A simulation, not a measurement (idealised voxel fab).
Name of the process module below: voxel self aligned vias
Cross-sectional view cut (width: 255 nm; square cell size: 5 nm).
If you're reading a cross-section in this doc, picture square cells in a grid; it comes to you as bands, top ones listed first down to the bottom, and a band can be one or more rows of cells.
The entry gives the band's vertical extent as a top height and a bottom height in nm, then its horizontal make-up as materials from left to right, each with a width in nm. "air" stands for empty space; a single material marked "all across" fills the band edge to edge.
A quick word on heights: they are counted from 0, and under that level the wafer as it came to us is one material throughout. The lowest band is different from the rest in having no bottom; it simply continues downward, written as in "0 down".
When a width is written as two numbers, as in "30->40", the first number is the width in the top row of cells of the band and the second is the width in its bottom row, and the width changes by the same amount from each row to the next.
Take "left unchanged" at face value: in the step it is given for, the cross-section changed in none of its cells.
This entry, "Enclosed void list", enumerates those empty regions of no fewer than 8 cells that possess no open connection to the top. Each region is reported in the form width x height at distance, the distance being taken from the left edge, with all three quantities expressed in nm.
What comes after the settings on a step's line is commentary from the simulator itself on that step.
overlay nm: right-of-plan distance of the mask on a masked step; negative values mean left-of-plan.

### Planned step list for the process
- 1: RECEIVE with material Si
- 2: CONFORMAL_DEP with material SiO2, thk nm 15
- 3: CONFORMAL_DEP with material SiCN, thk nm 5
- 4: DIRECTIONAL_DEP with material SiO2, thk nm 25
- 5: PATTERN with tone open, mask id LINES, material resist, width nm 30, pitch nm 70, thk nm 20, overlay nm 0
- 6: DIRECTIONAL_ETCH with etch materials SiO2, depth nm 25
- 7: STRIP with etch materials resist
- 8: CONFORMAL_DEP with material TiN, thk nm 5
- 9: FILL_DEP with material W, thk nm 5
- 10: CMP with height nm 45
- 11: SELECTIVE_ETCH with etch materials W Ru TiN, depth nm 5
- 12: FILL_DEP with material SiN, thk nm 5
- 13: CMP with height nm 45
- 14: DIRECTIONAL_DEP with material SiO2, thk nm 20
- 15: PATTERN with tone open, mask id VIAS, material resist, width nm 40, pitch nm 70, thk nm 20, overlay nm 0
- 16: DIRECTIONAL_ETCH with etch materials SiO2, depth nm 20
- 17: DIRECTIONAL_ETCH with etch materials SiN, depth nm 5
- 18: STRIP with etch materials resist
- 19: CONFORMAL_DEP with material TiN, thk nm 5
- 20: FILL_DEP with material W, thk nm 5
- 21: CMP with height nm 65
- 22: CONFORMAL_DEP with material SiN, thk nm 5

### Shown in cross-section is the wafer as received, that is, as it stands after step 1
	0 down  Si all across
	Enclosed void list: none

### First of two wafers, end-of-module section, run followed plan
	70 to 65  SiN all across
	65 to 50  SiO2 70 | TiN 5 | W 30 | TiN 5 | SiO2 30 | TiN 5 | W 30 | TiN 5 | SiO2 75
	50 to 45  SiO2 70 | TiN 10 | W 20 | TiN 10 | SiO2 30 | TiN 10 | W 20 | TiN 10 | SiO2 75
	45 to 40  SiO2 75 | TiN 30 | SiO2 40 | TiN 30 | SiO2 80
	40 to 25  SiO2 75 | TiN 5 | W 20 | TiN 5 | SiO2 40 | TiN 5 | W 20 | TiN 5 | SiO2 80
	25 to 20  SiO2 75 | TiN 30 | SiO2 40 | TiN 30 | SiO2 80
	20 to 15  SiCN all across
	15 to 0  SiO2 all across
	0 down  Si all across
	Enclosed void list: none

### Presented here is a cross-section of the second of the two wafers as it stood at the end of the module. It was started in the same manner and assigned the same plan as the first wafer; however, one mistake was made in its execution
	70 to 65  SiN all across
	65 to 45  SiO2 70 | TiN 5 | W 30 | TiN 5 | SiO2 30 | TiN 5 | W 30 | TiN 5 | SiO2 75
	45 to 40  SiN 70 | TiN 40 | SiN 30 | TiN 40 | SiN 75
	40 to 20  SiO2 75 | TiN 5 | W 20 | TiN 5 | SiO2 40 | TiN 5 | W 20 | TiN 5 | SiO2 80
	20 to 15  SiO2 75 | TiN 30 | SiO2 40 | TiN 30 | SiO2 80
	15 to 0  SiO2 all across
	0 down  Si all across
	Enclosed void list: none
What was the processing mistake? step 3 of the plan: omitted, not performed
In the final state, the cell counts of the second wafer exceed or fall short of those of the first for the following materials: SiCN: 51 fewer, SiN: 35 more, TiN: 4 more, W: 12 more
